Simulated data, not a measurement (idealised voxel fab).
You're looking at the process module voxel ribs on slabs.
Pictured: cross-section cut, 150 nm wide, on a grid of 5 nm square cells.
We lay out every cross-section as a grid of square cells and spell it out in bands from the top down, where one band means one or more rows of cells.
Top, bottom (nm), then materials left to right with widths (nm); lone material tagged "everywhere" fills the whole band edge to edge; "empty" = empty space.
Heights from 0 (as-received wafer is one material below). Bottom band endless downward, as "0..down".
Note: "30 to 40" means the width goes from the first number (top row of the band) to the second number (bottom row) in equal steps per row of cells.
You'll sometimes find "identical to before" written for a step, and that's the way of saying that nowhere in the cross-section did a cell change during that step.
Entry "Enclosed void listing" = empty spaces >= 8 cells with no open way to the top; each as width x height at distance, distance from left edge, all nm.
Text after the settings on a step's line: the simulator's own remark on that step.
A step line may carry the setting "overlay nm", which, for steps involving a mask, states the distance by which the mask lay to the right of its intended position; negative values denote displacement to the left.
Here's what the planned process steps look like:
1: RECEIVE,material Si
2: DIRECTIONAL_DEP,material SiO2,thk nm 20
3: DIRECTIONAL_DEP,material SiN,thk nm 25
4: PATTERN,tone cover,mask id RIB,material resist,width nm 30,thk nm 20,overlay nm 0
5: DIRECTIONAL_ETCH,etch materials SiN,depth nm 10
6: STRIP,etch materials resist
7: PATTERN,tone cover,mask id SLAB,material resist,width nm 80,thk nm 20,overlay nm 0
8: DIRECTIONAL_ETCH,etch materials SiN,depth nm 15
9: STRIP,etch materials resist
10: FILL_DEP,material SiO2,thk nm 30
11: CMP,height nm 65
12: DIRECTIONAL_DEP,material W,thk nm 5
13: MASKED_ETCH,tone cover,mask id HEATER,width nm 40,etch materials W,depth nm 5,overlay nm 0
14: CONFORMAL_DEP,material SiO2,thk nm 5
The first wafer of two, processed as planned:
Wafer as received: cross-section following step 1:
- 0..down: Si everywhere
- Enclosed void listing: none
Cross-section through the wafer, step 2 finished:
- 20..0: SiO2 everywhere
- At heights below 0, the structure remains unaltered.
Cross-section through the wafer, step 3 finished:
- 45..20: SiN everywhere
- At heights below 20, the structure remains unaltered.
Cross-section through the wafer, step 4 finished:
- 65..45: 60 empty, 30 resist, 60 empty
- At heights below 45, the structure remains unaltered.
Cross-section through the wafer, step 5 finished:
- 65..45: 60 empty, 30 resist, 60 empty
- 45..35: 60 empty, 30 SiN, 60 empty
- At heights below 35, the structure remains unaltered.
Cross-section through the wafer, step 6 finished:
- 45..35: 60 empty, 30 SiN, 60 empty
- At heights below 35, the structure remains unaltered.
Cross-section through the wafer, step 7 finished:
- 65..45: 35 empty, 80 resist, 35 empty
- 45..35: 35 empty, 25 resist, 30 SiN, 25 resist, 35 empty
- At heights below 35, the structure remains unaltered.
Cross-section through the wafer, step 8 finished:
- 65..45: 35 empty, 80 resist, 35 empty
- 45..35: 35 empty, 25 resist, 30 SiN, 25 resist, 35 empty
- 35..20: 35 empty, 80 SiN, 35 empty
- At heights below 20, the structure remains unaltered.
Cross-section through the wafer, step 9 finished:
- 45..35: 60 empty, 30 SiN, 60 empty
- At heights below 35, the structure remains unaltered.
Cross-section through the wafer, step 10 finished:
- 75..45: SiO2 everywhere
- 45..35: 60 SiO2, 30 SiN, 60 SiO2
- 35..20: 35 SiO2, 80 SiN, 35 SiO2
- At heights below 20, the structure remains unaltered.
Cross-section through the wafer, step 11 finished:
- 65..45: SiO2 everywhere
- At heights below 45, the structure remains unaltered.
Cross-section through the wafer, step 12 finished:
- 70..65: W everywhere
- At heights below 65, the structure remains unaltered.
Cross-section through the wafer, step 13 finished:
- 70..65: 55 empty, 40 W, 55 empty
- At heights below 65, the structure remains unaltered.
Cross-section through the wafer, step 14 finished:
- 75..70: 50 empty, 50 SiO2, 50 empty
- 70..65: 55 SiO2, 40 W, 55 SiO2
- At heights below 65, the structure remains unaltered.
Second of two: same start, same plan, one run error; steps up to and including 2 match the first:
Second wafer profile in section, at the moment step 3 of the plan was meant to be complete:
- 35..20: SiN everywhere
- At heights below 20, the structure remains unaltered.
Second wafer profile in section, at the moment step 4 of the plan was meant to be complete:
- 55..35: 60 empty, 30 resist, 60 empty
- At heights below 35, the structure remains unaltered.
Second wafer profile in section, at the moment step 5 of the plan was meant to be complete:
- 55..35: 60 empty, 30 resist, 60 empty
- 35..25: 60 empty, 30 SiN, 60 empty
- At heights below 25, the structure remains unaltered.
Second wafer profile in section, at the moment step 6 of the plan was meant to be complete:
- 35..25: 60 empty, 30 SiN, 60 empty
- At heights below 25, the structure remains unaltered.
Second wafer profile in section, at the moment step 7 of the plan was meant to be complete:
- 55..35: 35 empty, 80 resist, 35 empty
- 35..25: 35 empty, 25 resist, 30 SiN, 25 resist, 35 empty
- At heights below 25, the structure remains unaltered.
Second wafer profile in section, at the moment step 8 of the plan was meant to be complete:
- 55..35: 35 empty, 80 resist, 35 empty
- 35..25: 35 empty, 25 resist, 30 SiN, 25 resist, 35 empty
- 25..20: 35 empty, 80 SiN, 35 empty
- At heights below 20, the structure remains unaltered.
Second wafer profile in section, at the moment step 9 of the plan was meant to be complete:
- 35..25: 60 empty, 30 SiN, 60 empty
- At heights below 25, the structure remains unaltered.
Second wafer profile in section, at the moment step 10 of the plan was meant to be complete:
- 65..35: SiO2 everywhere
- 35..25: 60 SiO2, 30 SiN, 60 SiO2
- 25..20: 35 SiO2, 80 SiN, 35 SiO2
- At heights below 20, the structure remains unaltered.
Second wafer profile in section, at the moment step 11 of the plan was meant to be complete: identical to before
Second wafer profile in section, at the moment step 12 of the plan was meant to be complete:
- 70..65: W everywhere
- At heights below 65, the structure remains unaltered.
Second wafer profile in section, at the moment step 13 of the plan was meant to be complete:
- 70..65: 55 empty, 40 W, 55 empty
- At heights below 65, the structure remains unaltered.
Second wafer profile in section, at the moment step 14 of the plan was meant to be complete:
- 75..70: 50 empty, 50 SiO2, 50 empty
- 70..65: 55 SiO2, 40 W, 55 SiO2
- At heights below 65, the structure remains unaltered.
Finding, execution versus plan: heads up, step 3 didn't go per plan, it actually ran as DIRECTIONAL_DEP,material SiN,thk nm 15
It is noted that, at the conclusion of processing, the second wafer exhibits a higher or lower cell count for certain materials relative to the first: SiN -32 | SiO2 +32
